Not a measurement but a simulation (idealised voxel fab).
process module | voxel gate over fins
cross-section cut | 225 nm wide | cells 5 nm
A cross-section is a grid of square cells, given in bands from the top down. A band is one or more rows of cells.
Each band's line starts with the height of the band's top and of its bottom, in nm. Then come its materials from left to right, each with its width in nm. One material with "throughout" fills the band from edge to edge. "air" is empty space.
Height 0 is the level under which the wafer as received is all one material. The lowest band goes on downwards, as in "0 down".
A width such as "30 to 40" changes by the same amount from each row of cells to the next, from the band's top row to its bottom row.
"no change" after a step means that no cell of the cross-section changed.
closed voids: empty space of 8 cells or more with no open way to the top, each as width x height at its distance from the left edge, in nm
after a step's settings: what the simulator itself notes on the step
overlay nm, on a step with a mask: how far to the right of its planned place the mask lay; to the left if negative
plan
1 op RECEIVE | material Si
2 op CONFORMAL_DEP | material SiN | thk nm 10
3 op PATTERN | tone cover | mask id FINS | material resist | width nm 15 | pitch nm 35 | thk nm 20 | overlay nm 0
4 op DIRECTIONAL_ETCH | etch materials SiN | depth nm 10
5 op DIRECTIONAL_ETCH | etch materials Si | depth nm 30
6 op STRIP | etch materials resist
7 op OXIDIZE | depth nm 5
8 op FILL_DEP | material SiO2 | thk nm 10
9 op CMP | height nm 10
10 op SELECTIVE_ETCH | etch materials SiO2 | depth nm 25
11 op STRIP | etch materials SiN
12 op CONFORMAL_DEP | material HfO2 | thk nm 5
13 op CONFORMAL_DEP | material TiN | thk nm 5
14 op CONFORMAL_DEP | material TiAl | thk nm 5
15 op CONFORMAL_DEP | material TiN | thk nm 5
16 op FILL_DEP | material W | thk nm 15
17 op CMP | height nm 30
18 op CONFORMAL_DEP | material SiN | thk nm 10
as received, after step 1
  0 down: Si throughout
  closed voids: none
a wafer at the end: this start, this plan, one mistake
  40 to 30: SiN throughout
  30 to 20: W throughout
  20 to 15: W 55 | TiN 120 | W 50
  15 to 10: W 55 | TiN 5 | TiAl 110 | TiN 5 | W 50
  10 to 5: W 55 | TiN 5 | TiAl 5 | TiN 30 | TiAl 5 | TiN 30 | TiAl 5 | TiN 30 | TiAl 5 | TiN 5 | W 50
  5 to 0: TiN 60 | TiAl 5 | TiN 5 | HfO2 20 | TiN 5 | TiAl 5 | TiN 5 | HfO2 20 | TiN 5 | TiAl 5 | TiN 5 | HfO2 20 | TiN 5 | TiAl 5 | TiN 55
  0 to -5: TiAl 65 | TiN 5 | HfO2 5 | Si 10 | HfO2 5 | TiN 5 | TiAl 5 | TiN 5 | HfO2 5 | Si 10 | HfO2 5 | TiN 5 | TiAl 5 | TiN 5 | HfO2 5 | Si 10 | HfO2 5 | TiN 5 | TiAl 60
  -5 to -10: TiN 70 | HfO2 5 | Si 10 | HfO2 5 | TiN 15 | HfO2 5 | Si 10 | HfO2 5 | TiN 15 | HfO2 5 | Si 10 | HfO2 5 | TiN 65
  -10 to -15: HfO2 75 | Si 10 | HfO2 25 | Si 10 | HfO2 25 | Si 10 | HfO2 70
  -15 to -35: SiO2 75 | Si 10 | SiO2 25 | Si 10 | SiO2 25 | Si 10 | SiO2 70
  -35 down: Si throughout
  closed voids: none
what went wrong: step 3 ran as: op PATTERN | tone cover | mask id FINS | material resist | width nm 20 | pitch nm 35 | thk nm 20 | overlay nm 0
